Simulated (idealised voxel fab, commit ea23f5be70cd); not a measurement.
Title: Process Module voxel double patterning
Pictured: cross-section cut, 170 nm wide, on a grid of 5 nm square cells.
We lay out every cross-section as a grid of square cells and spell it out in bands from the top down, where one band means one or more rows of cells.
Quick guide to a band line: top height, bottom height (nm) up front; then every material left to right with its width in nm. Only one material and it's marked "all across"? Then it fills the band edge to edge. And "air" just means empty space.
Heads up on the height convention: 0 is the point under which the incoming wafer is all one material, and the lowest band has no bottom, it just keeps going down, like "0 and below".
The expression "30->40" gives the width at the extremes of the band, the first number at its top row of cells and the second at its bottom row, with the width changing by equal amounts from each row to the next in between.
Step marked "nothing got changed"? Then no cell in the cross-section changed in it.
Enclosed voids (no open way to top), threshold 8 cells or more, entry "Closed void entries", notation width x height at distance, distance from left edge, nm.
Heads up: the bit after the settings on a step's line is the simulator's remark on that step.
"overlay nm", when on a step's line for a step with a mask, measures how far to the right of its planned place the mask lay; a negative measure means to the left.

Process steps - plan:
- 1: RECEIVE (material Si)
- 2: CONFORMAL_DEP (material SiN; thk nm 10)
- 3: DIRECTIONAL_DEP (material SiO2; thk nm 15)
- 4: DIRECTIONAL_DEP (material SiCN; thk nm 5)
- 5: PATTERN (tone open; mask id FIRST; material resist; width nm 15; pitch nm 50; thk nm 15; overlay nm 0)
- 6: DIRECTIONAL_ETCH (etch materials SiCN; depth nm 5)
- 7: STRIP (etch materials resist)
- 8: DIRECTIONAL_DEP (material aC; thk nm 10)
- 9: PATTERN (tone open; mask id SECOND; material resist; width nm 15; thk nm 30; overlay nm 0)
- 10: DIRECTIONAL_ETCH (etch materials aC; depth nm 10)
- 11: STRIP (etch materials resist)
- 12: DIRECTIONAL_ETCH (etch materials SiCN; depth nm 5)
- 13: STRIP (etch materials aC)
- 14: DIRECTIONAL_ETCH (etch materials SiO2; depth nm 15)
- 15: STRIP (etch materials SiCN)

What follows covers the first of two wafers; it ran as planned:

As received, after step 1:
* 0 and below  Si all across
* Closed void entries: none

After step 2:
* 10 down to 0  SiN all across
* below 0: unchanged

After step 3:
* 25 down to 10  SiO2 all across
* below 10: unchanged

After step 4:
* 30 down to 25  SiCN all across
* below 25: unchanged

After step 5:
* 45 down to 30  50 nm resist / 15 nm air / 35 nm resist / 15 nm air / 55 nm resist
* below 30: unchanged

After step 6:
* 45 down to 30  50 nm resist / 15 nm air / 35 nm resist / 15 nm air / 55 nm resist
* 30 down to 25  50 nm SiCN / 15 nm air / 35 nm SiCN / 15 nm air / 55 nm SiCN
* below 25: unchanged

After step 7:
* 30 down to 25  50 nm SiCN / 15 nm air / 35 nm SiCN / 15 nm air / 55 nm SiCN
* below 25: unchanged

After step 8:
* 40 down to 35  50 nm aC / 15 nm air / 35 nm aC / 15 nm air / 55 nm aC
* 35 down to 30  aC all across
* 30 down to 25  50 nm SiCN / 15 nm aC / 35 nm SiCN / 15 nm aC / 55 nm SiCN
* below 25: unchanged

After step 9:
* 70 down to 40  75 nm resist / 15 nm air / 80 nm resist
* 40 down to 35  50 nm aC / 15 nm resist / 35 nm aC / 15 nm resist / 55 nm aC
* below 35: unchanged

After step 10:
* 60 down to 40  75 nm resist / 15 nm air / 80 nm resist
* 40 down to 35  50 nm aC / 15 nm resist / 10 nm aC / 15 nm air / 10 nm aC / 15 nm resist / 55 nm aC
* 35 down to 30  75 nm aC / 15 nm air / 80 nm aC
* below 30: unchanged

After step 11:
* 40 down to 35  50 nm aC / 15 nm air / 10 nm aC / 15 nm air / 10 nm aC / 15 nm air / 55 nm aC
* below 35: unchanged

After step 12:
* 40 down to 35  50 nm aC / 15 nm air / 10 nm aC / 15 nm air / 10 nm aC / 15 nm air / 55 nm aC
* 35 down to 30  75 nm aC / 15 nm air / 80 nm aC
* 30 down to 25  50 nm SiCN / 15 nm aC / 10 nm SiCN / 15 nm air / 10 nm SiCN / 15 nm aC / 55 nm SiCN
* below 25: unchanged

After step 13:
* 30 down to 25  50 nm SiCN / 15 nm air / 10 nm SiCN / 15 nm air / 10 nm SiCN / 15 nm air / 55 nm SiCN
* below 25: unchanged

After step 14:
* 30 down to 25  50 nm SiCN / 15 nm air / 10 nm SiCN / 15 nm air / 10 nm SiCN / 15 nm air / 55 nm SiCN
* 25 down to 10  50 nm SiO2 / 15 nm air / 10 nm SiO2 / 15 nm air / 10 nm SiO2 / 15 nm air / 55 nm SiO2
* below 10: unchanged

After step 15:
* 25 down to 10  50 nm SiO2 / 15 nm air / 10 nm SiO2 / 15 nm air / 10 nm SiO2 / 15 nm air / 55 nm SiO2
* below 10: unchanged

Regarding the second of the two wafers: it shared the first wafer's starting condition and process plan, yet one error occurred during its execution. Its history coincides with that of the first wafer up to and including step 1:

Second wafer, sectioned view, at step 2's planned end time:
* 15 down to 0  SiO2 all across
* below 0: unchanged

Second wafer, sectioned view, at step 3's planned end time:
* 25 down to 15  SiN all across
* below 15: unchanged

Second wafer, sectioned view, at step 4's planned end time:
* 30 down to 25  SiCN all across
* below 25: unchanged

Second wafer, sectioned view, at step 5's planned end time:
* 45 down to 30  50 nm resist / 15 nm air / 35 nm resist / 15 nm air / 55 nm resist
* below 30: unchanged

Second wafer, sectioned view, at step 6's planned end time:
* 45 down to 30  50 nm resist / 15 nm air / 35 nm resist / 15 nm air / 55 nm resist
* 30 down to 25  50 nm SiCN / 15 nm air / 35 nm SiCN / 15 nm air / 55 nm SiCN
* below 25: unchanged

Second wafer, sectioned view, at step 7's planned end time:
* 30 down to 25  50 nm SiCN / 15 nm air / 35 nm SiCN / 15 nm air / 55 nm SiCN
* below 25: unchanged

Second wafer, sectioned view, at step 8's planned end time:
* 40 down to 35  50 nm aC / 15 nm air / 35 nm aC / 15 nm air / 55 nm aC
* 35 down to 30  aC all across
* 30 down to 25  50 nm SiCN / 15 nm aC / 35 nm SiCN / 15 nm aC / 55 nm SiCN
* below 25: unchanged

Second wafer, sectioned view, at step 9's planned end time:
* 70 down to 40  75 nm resist / 15 nm air / 80 nm resist
* 40 down to 35  50 nm aC / 15 nm resist / 35 nm aC / 15 nm resist / 55 nm aC
* below 35: unchanged

Second wafer, sectioned view, at step 10's planned end time:
* 60 down to 40  75 nm resist / 15 nm air / 80 nm resist
* 40 down to 35  50 nm aC / 15 nm resist / 10 nm aC / 15 nm air / 10 nm aC / 15 nm resist / 55 nm aC
* 35 down to 30  75 nm aC / 15 nm air / 80 nm aC
* below 30: unchanged

Second wafer, sectioned view, at step 11's planned end time:
* 40 down to 35  50 nm aC / 15 nm air / 10 nm aC / 15 nm air / 10 nm aC / 15 nm air / 55 nm aC
* below 35: unchanged

Second wafer, sectioned view, at step 12's planned end time:
* 40 down to 35  50 nm aC / 15 nm air / 10 nm aC / 15 nm air / 10 nm aC / 15 nm air / 55 nm aC
* 35 down to 30  75 nm aC / 15 nm air / 80 nm aC
* 30 down to 25  50 nm SiCN / 15 nm aC / 10 nm SiCN / 15 nm air / 10 nm SiCN / 15 nm aC / 55 nm SiCN
* below 25: unchanged

Second wafer, sectioned view, at step 13's planned end time:
* 30 down to 25  50 nm SiCN / 15 nm air / 10 nm SiCN / 15 nm air / 10 nm SiCN / 15 nm air / 55 nm SiCN
* below 25: unchanged

Second wafer, sectioned view, at step 14's planned end time: nothing got changed

Second wafer, sectioned view, at step 15's planned end time:
* 25 down to 15  SiN all across
* below 15: unchanged
Here's what went sideways: mixed up steps 2 and 3 - ran each in the other's place
At the finish, the second wafer shows more or fewer cells for some materials than the first does: +27 SiO2
